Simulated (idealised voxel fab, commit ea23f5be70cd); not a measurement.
The name of this process module is voxel ribs on slabs.
Square cells of 5 nm make up the cross-section cut, whose width is 155 nm.
Notation: cross-section as square-cell grid; stated in bands, top first, going down; one or more cell rows per band.
For a band, the entry starts with two heights in nm, that of the top and then that of the bottom, and carries on with the band's materials in order from left to right, each alongside its width in nm; the word "everywhere" beside a single material means it fills the band edge to edge, and "air" means empty space.
Below 0: as-received wafer, all one material; heights counted from there. Lowest band: no bottom, goes on down, written "top 0, no bottom".
Quick explanation for "30 to 40": the width changes in equal steps down the rows of cells, from the first number in the band's top row to the second number in its bottom row.
"stayed the same" for a step: no cell of the cross-section changed in that step.
Under "Closed void register" you'll find the enclosed gaps, the ones with no way out to the top, that are 8 cells or bigger; each reads width x height at distance, with distance counted from the left edge, everything in nm.
That trailing text on a step's line, after the settings, is the simulator's own remark on the step.
If you see "overlay nm" on a step's line and that step has a mask, it's telling you how far right of where it was planned the mask ended up; a negative number means it went left instead.
## Intended process steps
- 1: RECEIVE (material Si)
- 2: DIRECTIONAL_DEP (material SiO2; thk nm 20)
- 3: DIRECTIONAL_DEP (material polySi; thk nm 20)
- 4: PATTERN (tone cover; mask id RIB; material resist; width nm 20; thk nm 20; overlay nm 0)
- 5: DIRECTIONAL_ETCH (etch materials polySi; depth nm 15)
- 6: STRIP (etch materials resist)
- 7: PATTERN (tone cover; mask id SLAB; material resist; width nm 60; thk nm 20; overlay nm 0)
- 8: DIRECTIONAL_ETCH (etch materials polySi; depth nm 5)
- 9: STRIP (etch materials resist)
- 10: FILL_DEP (material SiO2; thk nm 25)
- 11: CMP (height nm 60)
- 12: DIRECTIONAL_DEP (material W; thk nm 5)
- 13: PATTERN (tone cover; mask id HEATER; material resist; width nm 30; thk nm 15; overlay nm 0)
- 14: DIRECTIONAL_ETCH (etch materials W; depth nm 5)
- 15: STRIP (etch materials resist)
- 16: CONFORMAL_DEP (material SiO2; thk nm 5)
## Incoming wafer, cross-sectional view, post step 1
	top 0, no bottom  Si everywhere
	Closed void register: none
## Run as planned - first of the two wafers cross-sectioned at the end of the module
	top 70, bottom 65  55 air, then 40 SiO2, then 60 air
	top 65, bottom 60  60 SiO2, then 30 W, then 65 SiO2
	top 60, bottom 40  SiO2 everywhere
	top 40, bottom 25  65 SiO2, then 20 polySi, then 70 SiO2
	top 25, bottom 20  45 SiO2, then 60 polySi, then 50 SiO2
	top 20, bottom 0  SiO2 everywhere
	top 0, no bottom  Si everywhere
	Closed void register: none
## Wafer two, end of module, cross-section. Same start, same plan as wafer one. One mistake in the run
	top 70, bottom 65  55 air, then 40 SiO2, then 60 air
	top 65, bottom 60  60 SiO2, then 30 W, then 65 SiO2
	top 60, bottom 40  SiO2 everywhere
	top 40, bottom 25  60 SiO2, then 30 polySi, then 65 SiO2
	top 25, bottom 20  45 SiO2, then 60 polySi, then 50 SiO2
	top 20, bottom 0  SiO2 everywhere
	top 0, no bottom  Si everywhere
	Closed void register: none
What broke from the plan during processing? step 4 was not run as planned; what actually ran was PATTERN (tone cover; mask id RIB; material resist; width nm 30; thk nm 20; overlay nm 0)
Materials where the second wafer ends with more or fewer cells than the first: SiO2 -6; polySi +6
